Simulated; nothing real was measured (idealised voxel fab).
process module | voxel transistor to metal
cross-section cut | 270 nm wide | cells 5 nm
A cross-section is a grid of square cells, given in bands from the top down. A band is one or more rows of cells.
Each band's line starts with the height of the band's top and of its bottom, in nm. Then come its materials from left to right, each with its width in nm. One material with "throughout" fills the band from edge to edge. "air" is empty space.
Height 0 is the level under which the wafer as received is all one material. The lowest band goes on downwards, as in "0 down".
A width such as "30 to 40" changes by the same amount from each row of cells to the next, from the band's top row to its bottom row.
"no change" after a step means that no cell of the cross-section changed.
closed voids: empty space of 8 cells or more with no open way to the top, each as width x height at its distance from the left edge, in nm
after a step's settings: what the simulator itself notes on the step
overlay nm, on a step with a mask: how far to the right of its planned place the mask lay; to the left if negative
plan
1 op RECEIVE | material Si
2 op CONFORMAL_DEP | material SiO2 | thk nm 5
3 op CONFORMAL_DEP | material SiN | thk nm 15
4 op DIRECTIONAL_DEP | material aC | thk nm 10
5 op PATTERN | tone cover | mask id ACTIVE | material resist | width nm 105 | pitch nm 125 | thk nm 30 | overlay nm 0
6 op DIRECTIONAL_ETCH | etch materials aC | depth nm 10
7 op STRIP | etch materials resist
8 op DIRECTIONAL_ETCH | etch materials SiN | depth nm 15
9 op DIRECTIONAL_ETCH | etch materials SiO2 | depth nm 5
10 op DIRECTIONAL_ETCH | etch materials Si | depth nm 20
11 op STRIP | etch materials aC
12 op FILL_DEP | material SiO2 | thk nm 10
13 op CMP | height nm 20
14 op SELECTIVE_ETCH | etch materials SiO2 | depth nm 5
15 op STRIP | etch materials SiN
16 op SELECTIVE_ETCH | etch materials SiO2 | depth nm 5
17 op OXIDIZE | depth nm 5
18 op DIRECTIONAL_DEP | material polySi | thk nm 25
19 op DIRECTIONAL_DEP | material SiCN | thk nm 15
20 op MASKED_ETCH | tone cover | mask id GATE | width nm 25 | pitch nm 125 | etch materials SiCN | depth nm 25 | overlay nm 0
21 op MASKED_ETCH | tone cover | mask id GATE | width nm 25 | pitch nm 125 | etch materials polySi | depth nm 35 | overlay nm 0
22 op CONFORMAL_DEP | material SiN | thk nm 5
23 op DIRECTIONAL_ETCH | etch materials SiN | depth nm 5
24 op DIRECTIONAL_ETCH | etch materials SiO2 | depth nm 5
25 op DIRECTIONAL_ETCH | etch materials Si | depth nm 10
26 op EPI | material nSi | thk nm 10
27 op FILL_DEP | material SiO2 | thk nm 5
28 op CMP | height nm 25
29 op STRIP | etch materials polySi
30 op SELECTIVE_ETCH | etch materials SiO2 | depth nm 5
31 op CONFORMAL_DEP | material HfO2 | thk nm 5
32 op CONFORMAL_DEP | material TiN | thk nm 5
33 op FILL_DEP | material W | thk nm 5
34 op CMP | height nm 20
35 op DIRECTIONAL_DEP | material SiO2 | thk nm 10
36 op PATTERN | tone open | mask id CONTACT | material resist | width nm 15 | thk nm 20 | overlay nm 0
37 op DIRECTIONAL_ETCH | etch materials SiO2 | depth nm 35
38 op STRIP | etch materials resist
39 op CONFORMAL_DEP | material TiN | thk nm 5
40 op FILL_DEP | material Ru | thk nm 10
41 op CMP | height nm 30
42 op DIRECTIONAL_DEP | material TiN | thk nm 5
43 op DIRECTIONAL_DEP | material Ru | thk nm 15
44 op MASKED_ETCH | tone cover | mask id METAL_1 | width nm 15 | etch materials Ru | depth nm 15 | overlay nm 0
45 op MASKED_ETCH | tone cover | mask id METAL_1 | width nm 15 | etch materials TiN | depth nm 5 | overlay nm 0
46 op CONFORMAL_DEP | material SiCN | thk nm 5
47 op FILL_DEP | material lowk | thk nm 5
48 op CMP | height nm 50
49 op CONFORMAL_DEP | material SiCN | thk nm 5
as received, after step 1
  0 down: Si throughout
  closed voids: none
first wafer at the end, as planned
  55 to 50: SiCN throughout
  50 to 35: lowk 25 | SiCN 5 | Ru 15 | SiCN 5 | lowk 45 | SiCN 5 | Ru 15 | SiCN 5 | lowk 30 | SiCN 5 | Ru 15 | SiCN 5 | lowk 45 | SiCN 5 | Ru 15 | SiCN 5 | lowk 25
  35 to 30: SiCN 30 | TiN 15 | SiCN 55 | TiN 15 | SiCN 40 | TiN 15 | SiCN 55 | TiN 15 | SiCN 30
  30 to 20: SiO2 30 | TiN 5 | Ru 5 | TiN 5 | SiO2 55 | TiN 5 | Ru 5 | TiN 5 | SiO2 40 | TiN 5 | Ru 5 | TiN 5 | SiO2 55 | TiN 5 | Ru 5 | TiN 5 | SiO2 30
  20 to 10: SiO2 30 | TiN 5 | Ru 5 | TiN 5 | SiO2 10 | SiN 5 | HfO2 5 | TiN 5 | W 5 | TiN 5 | HfO2 5 | SiN 5 | SiO2 10 | TiN 5 | Ru 5 | TiN 5 | SiO2 40 | TiN 5 | Ru 5 | TiN 5 | SiO2 10 | SiN 5 | HfO2 5 | TiN 5 | W 5 | TiN 5 | HfO2 5 | SiN 5 | SiO2 10 | TiN 5 | Ru 5 | TiN 5 | SiO2 30
  10 to 5: SiO2 15 | SiN 5 | SiO2 10 | TiN 5 | Ru 5 | TiN 5 | SiO2 10 | SiN 5 | HfO2 5 | TiN 5 | W 5 | TiN 5 | HfO2 5 | SiN 5 | SiO2 10 | TiN 5 | Ru 5 | TiN 5 | SiO2 10 | SiN 5 | SiO2 10 | SiN 5 | SiO2 10 | TiN 5 | Ru 5 | TiN 5 | SiO2 10 | SiN 5 | HfO2 5 | TiN 5 | W 5 | TiN 5 | HfO2 5 | SiN 5 | SiO2 10 | TiN 5 | Ru 5 | TiN 5 | SiO2 10 | SiN 5 | SiO2 15
  5 to 0: SiO2 15 | SiN 5 | SiO2 10 | TiN 5 | Ru 5 | TiN 5 | nSi 10 | SiN 5 | HfO2 5 | TiN 15 | HfO2 5 | SiN 5 | nSi 10 | TiN 5 | Ru 5 | TiN 5 | SiO2 10 | SiN 5 | SiO2 10 | SiN 5 | SiO2 10 | TiN 5 | Ru 5 | TiN 5 | nSi 10 | SiN 5 | HfO2 5 | TiN 15 | HfO2 5 | SiN 5 | nSi 10 | TiN 5 | Ru 5 | TiN 5 | SiO2 10 | SiN 5 | SiO2 15
  0 to -5: SiO2 30 | TiN 15 | nSi 10 | HfO2 35 | nSi 10 | TiN 15 | SiO2 40 | TiN 15 | nSi 10 | HfO2 35 | nSi 10 | TiN 15 | SiO2 30
  -5 to -15: SiO2 20 | nSi 35 | Si 35 | nSi 35 | SiO2 20 | nSi 35 | Si 35 | nSi 35 | SiO2 20
  -15 to -20: SiO2 20 | Si 105 | SiO2 20 | Si 105 | SiO2 20
  -20 down: Si throughout
  closed voids: none
second wafer at the end: like start, like plan, one mistake
  55 to 50: SiCN throughout
  50 to 35: lowk 25 | SiCN 5 | Ru 15 | SiCN 5 | lowk 45 | SiCN 5 | Ru 15 | SiCN 5 | lowk 30 | SiCN 5 | Ru 15 | SiCN 5 | lowk 45 | SiCN 5 | Ru 15 | SiCN 5 | lowk 25
  35 to 30: SiCN 30 | TiN 15 | SiCN 55 | TiN 15 | SiCN 40 | TiN 15 | SiCN 55 | TiN 15 | SiCN 30
  30 to 25: Ru 25 | TiN 5 | SiO2 15 | TiN 5 | Ru 45 | TiN 5 | SiO2 15 | TiN 5 | Ru 30 | TiN 5 | SiO2 15 | TiN 5 | Ru 45 | TiN 5 | SiO2 15 | TiN 5 | Ru 25
  25 to 20: Ru 25 | TiN 5 | SiO2 15 | TiN 55 | SiO2 15 | TiN 5 | Ru 30 | TiN 5 | SiO2 15 | TiN 55 | SiO2 15 | TiN 5 | Ru 25
  20 to 15: Ru 25 | TiN 5 | SiO2 15 | TiN 10 | SiN 5 | HfO2 5 | TiN 5 | W 5 | TiN 5 | HfO2 5 | SiN 5 | TiN 10 | SiO2 15 | TiN 5 | Ru 30 | TiN 5 | SiO2 15 | TiN 10 | SiN 5 | HfO2 5 | TiN 5 | W 5 | TiN 5 | HfO2 5 | SiN 5 | TiN 10 | SiO2 15 | TiN 5 | Ru 25
  15 to 10: Ru 10 | TiN 20 | SiO2 15 | TiN 10 | SiN 5 | HfO2 5 | TiN 5 | W 5 | TiN 5 | HfO2 5 | SiN 5 | TiN 10 | SiO2 15 | TiN 40 | SiO2 15 | TiN 10 | SiN 5 | HfO2 5 | TiN 5 | W 5 | TiN 5 | HfO2 5 | SiN 5 | TiN 10 | SiO2 15 | TiN 20 | Ru 10
  10 to 5: Ru 10 | TiN 5 | SiN 5 | TiN 10 | SiO2 15 | TiN 10 | SiN 5 | HfO2 5 | TiN 5 | W 5 | TiN 5 | HfO2 5 | SiN 5 | TiN 10 | SiO2 15 | TiN 10 | SiN 5 | TiN 10 | SiN 5 | TiN 10 | SiO2 15 | TiN 10 | SiN 5 | HfO2 5 | TiN 5 | W 5 | TiN 5 | HfO2 5 | SiN 5 | TiN 10 | SiO2 15 | TiN 10 | SiN 5 | TiN 5 | Ru 10
  5 to 0: Ru 10 | TiN 5 | SiN 5 | TiN 10 | SiO2 15 | nSi 10 | SiN 5 | HfO2 5 | TiN 15 | HfO2 5 | SiN 5 | nSi 10 | SiO2 15 | TiN 10 | SiN 5 | TiN 10 | SiN 5 | TiN 10 | SiO2 15 | nSi 10 | SiN 5 | HfO2 5 | TiN 15 | HfO2 5 | SiN 5 | nSi 10 | SiO2 15 | TiN 10 | SiN 5 | TiN 5 | Ru 10
  0 to -5: TiN 15 | SiO2 5 | TiN 10 | SiO2 15 | nSi 10 | HfO2 35 | nSi 10 | SiO2 15 | TiN 10 | SiO2 5 | TiN 10 | SiO2 5 | TiN 10 | SiO2 15 | nSi 10 | HfO2 35 | nSi 10 | SiO2 15 | TiN 10 | SiO2 5 | TiN 15
  -5 to -15: SiO2 20 | nSi 35 | Si 35 | nSi 35 | SiO2 20 | nSi 35 | Si 35 | nSi 35 | SiO2 20
  -15 to -20: SiO2 20 | Si 105 | SiO2 20 | Si 105 | SiO2 20
  -20 down: Si throughout
  closed voids: none
what went wrong: step 36 ran as: op PATTERN | tone cover | mask id CONTACT | material resist | width nm 15 | thk nm 20 | overlay nm 0
at the end the second wafer has, in cells: 54 more of Ru | 112 fewer of SiO2 | 58 more of TiN
